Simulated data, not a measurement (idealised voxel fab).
process module | voxel air gaps
cross-section cut | 170 nm wide | cells 5 nm
A cross-section is a grid of square cells, given in bands from the top down. A band is one or more rows of cells.
Each band's line starts with the height of the band's top and of its bottom, in nm. Then come its materials from left to right, each with its width in nm. One material with "throughout" fills the band from edge to edge. "air" is empty space.
Height 0 is the level under which the wafer as received is all one material. The lowest band goes on downwards, as in "0 down".
A width such as "30 to 40" changes by the same amount from each row of cells to the next, from the band's top row to its bottom row.
"no change" after a step means that no cell of the cross-section changed.
closed voids: empty space of 8 cells or more with no open way to the top, each as width x height at its distance from the left edge, in nm
after a step's settings: what the simulator itself notes on the step
overlay nm, on a step with a mask: how far to the right of its planned place the mask lay; to the left if negative
plan
1 op RECEIVE | material Si
2 op CONFORMAL_DEP | material SiO2 | thk nm 10
3 op CONFORMAL_DEP | material SiN | thk nm 5
4 op DIRECTIONAL_DEP | material lowk | thk nm 40
5 op DIRECTIONAL_DEP | material aC | thk nm 10
6 op PATTERN | tone open | mask id LINES | material resist | width nm 20 | pitch nm 45 | thk nm 25 | overlay nm 0
7 op DIRECTIONAL_ETCH | etch materials aC | depth nm 10
8 op STRIP | etch materials resist
9 op DIRECTIONAL_ETCH | etch materials lowk | depth nm 40
10 op STRIP | etch materials aC
11 op CONFORMAL_DEP | material TiN | thk nm 5
12 op FILL_DEP | material Ru | thk nm 10
13 op CMP | height nm 55
14 op EPI | material Ru | thk nm 10
15 op SELECTIVE_ETCH | etch materials lowk | depth nm 50
16 op CONFORMAL_DEP | material SiCN | thk nm 5
first wafer, as planned
as received, after step 1
  0 down: Si throughout
  closed voids: none
after step 2
  10 to 0: SiO2 throughout
  below 0: unchanged
after step 3
  15 to 10: SiN throughout
  below 10: unchanged
after step 4
  55 to 15: lowk throughout
  below 15: unchanged
after step 5
  65 to 55: aC throughout
  below 55: unchanged
after step 6
  90 to 65: resist 30 | air 20 | resist 25 | air 20 | resist 25 | air 20 | resist 30
  below 65: unchanged
after step 7
  80 to 65: resist 30 | air 20 | resist 25 | air 20 | resist 25 | air 20 | resist 30
  65 to 55: aC 30 | air 20 | aC 25 | air 20 | aC 25 | air 20 | aC 30
  below 55: unchanged
after step 8
  65 to 55: aC 30 | air 20 | aC 25 | air 20 | aC 25 | air 20 | aC 30
  below 55: unchanged
after step 9
  65 to 55: aC 30 | air 20 | aC 25 | air 20 | aC 25 | air 20 | aC 30
  55 to 15: lowk 30 | air 20 | lowk 25 | air 20 | lowk 25 | air 20 | lowk 30
  below 15: unchanged
after step 10
  55 to 15: lowk 30 | air 20 | lowk 25 | air 20 | lowk 25 | air 20 | lowk 30
  below 15: unchanged
after step 11
  60 to 55: TiN 35 | air 10 | TiN 35 | air 10 | TiN 35 | air 10 | TiN 35
  55 to 20: lowk 30 | TiN 5 | air 10 | TiN 5 | lowk 25 | TiN 5 | air 10 | TiN 5 | lowk 25 | TiN 5 | air 10 | TiN 5 | lowk 30
  20 to 15: lowk 30 | TiN 20 | lowk 25 | TiN 20 | lowk 25 | TiN 20 | lowk 30
  below 15: unchanged
after step 12
  70 to 60: Ru throughout
  60 to 55: TiN 35 | Ru 10 | TiN 35 | Ru 10 | TiN 35 | Ru 10 | TiN 35
  55 to 20: lowk 30 | TiN 5 | Ru 10 | TiN 5 | lowk 25 | TiN 5 | Ru 10 | TiN 5 | lowk 25 | TiN 5 | Ru 10 | TiN 5 | lowk 30
  below 20: unchanged
after step 13
  55 to 20: lowk 30 | TiN 5 | Ru 10 | TiN 5 | lowk 25 | TiN 5 | Ru 10 | TiN 5 | lowk 25 | TiN 5 | Ru 10 | TiN 5 | lowk 30
  below 20: unchanged
after step 14
  65 to 55: air 20 | Ru 40 | air 5 | Ru 40 | air 5 | Ru 40 | air 20
  below 55: unchanged
after step 15
  65 to 55: air 20 | Ru 40 | air 5 | Ru 40 | air 5 | Ru 40 | air 20
  55 to 20: air 30 | TiN 5 | Ru 10 | TiN 5 | air 25 | TiN 5 | Ru 10 | TiN 5 | air 25 | TiN 5 | Ru 10 | TiN 5 | air 30
  20 to 15: air 30 | TiN 20 | air 25 | TiN 20 | air 25 | TiN 20 | air 30
  below 15: unchanged
after step 16
  70 to 65: air 15 | SiCN 140 | air 15
  65 to 55: air 15 | SiCN 5 | Ru 40 | SiCN 5 | Ru 40 | SiCN 5 | Ru 40 | SiCN 5 | air 15
  55 to 50: air 15 | SiCN 15 | TiN 5 | Ru 10 | TiN 5 | SiCN 25 | TiN 5 | Ru 10 | TiN 5 | SiCN 25 | TiN 5 | Ru 10 | TiN 5 | SiCN 15 | air 15
  50 to 20: air 25 | SiCN 5 | TiN 5 | Ru 10 | TiN 5 | SiCN 5 | air 15 | SiCN 5 | TiN 5 | Ru 10 | TiN 5 | SiCN 5 | air 15 | SiCN 5 | TiN 5 | Ru 10 | TiN 5 | SiCN 5 | air 25
  20 to 15: SiCN 30 | TiN 20 | SiCN 25 | TiN 20 | SiCN 25 | TiN 20 | SiCN 30
  below 15: unchanged
  closed voids: 15 x 30 at 55; 15 x 30 at 100
second wafer: like start, like plan, one mistake. Through step 5 it matches the first wafer
when step 6 should have ended
  90 to 65: air 30 | resist 20 | air 25 | resist 20 | air 25 | resist 20 | air 30
  below 65: unchanged
when step 7 should have ended
  80 to 65: air 30 | resist 20 | air 25 | resist 20 | air 25 | resist 20 | air 30
  65 to 55: air 30 | aC 20 | air 25 | aC 20 | air 25 | aC 20 | air 30
  below 55: unchanged
when step 8 should have ended
  65 to 55: air 30 | aC 20 | air 25 | aC 20 | air 25 | aC 20 | air 30
  below 55: unchanged
when step 9 should have ended
  65 to 55: air 30 | aC 20 | air 25 | aC 20 | air 25 | aC 20 | air 30
  55 to 15: air 30 | lowk 20 | air 25 | lowk 20 | air 25 | lowk 20 | air 30
  below 15: unchanged
when step 10 should have ended
  55 to 15: air 30 | lowk 20 | air 25 | lowk 20 | air 25 | lowk 20 | air 30
  below 15: unchanged
when step 11 should have ended
  60 to 55: air 25 | TiN 30 | air 15 | TiN 30 | air 15 | TiN 30 | air 25
  55 to 20: air 25 | TiN 5 | lowk 20 | TiN 5 | air 15 | TiN 5 | lowk 20 | TiN 5 | air 15 | TiN 5 | lowk 20 | TiN 5 | air 25
  20 to 15: TiN 30 | lowk 20 | TiN 25 | lowk 20 | TiN 25 | lowk 20 | TiN 30
  below 15: unchanged
when step 12 should have ended
  70 to 60: Ru throughout
  60 to 55: Ru 25 | TiN 30 | Ru 15 | TiN 30 | Ru 15 | TiN 30 | Ru 25
  55 to 20: Ru 25 | TiN 5 | lowk 20 | TiN 5 | Ru 15 | TiN 5 | lowk 20 | TiN 5 | Ru 15 | TiN 5 | lowk 20 | TiN 5 | Ru 25
  below 20: unchanged
when step 13 should have ended
  55 to 20: Ru 25 | TiN 5 | lowk 20 | TiN 5 | Ru 15 | TiN 5 | lowk 20 | TiN 5 | Ru 15 | TiN 5 | lowk 20 | TiN 5 | Ru 25
  below 20: unchanged
when step 14 should have ended
  65 to 55: Ru throughout
  below 55: unchanged
when step 15 should have ended: no change
when step 16 should have ended
  70 to 65: SiCN throughout
  below 65: unchanged
what went wrong: step 6 ran as: op PATTERN | tone cover | mask id LINES | material resist | width nm 20 | pitch nm 45 | thk nm 25 | overlay nm 0
at the end the second wafer has, in cells: 90 more of Ru | 76 fewer of SiCN | 10 more of TiN | 96 more of lowk
closed voids at the end (first wafer, second wafer): 2, 0
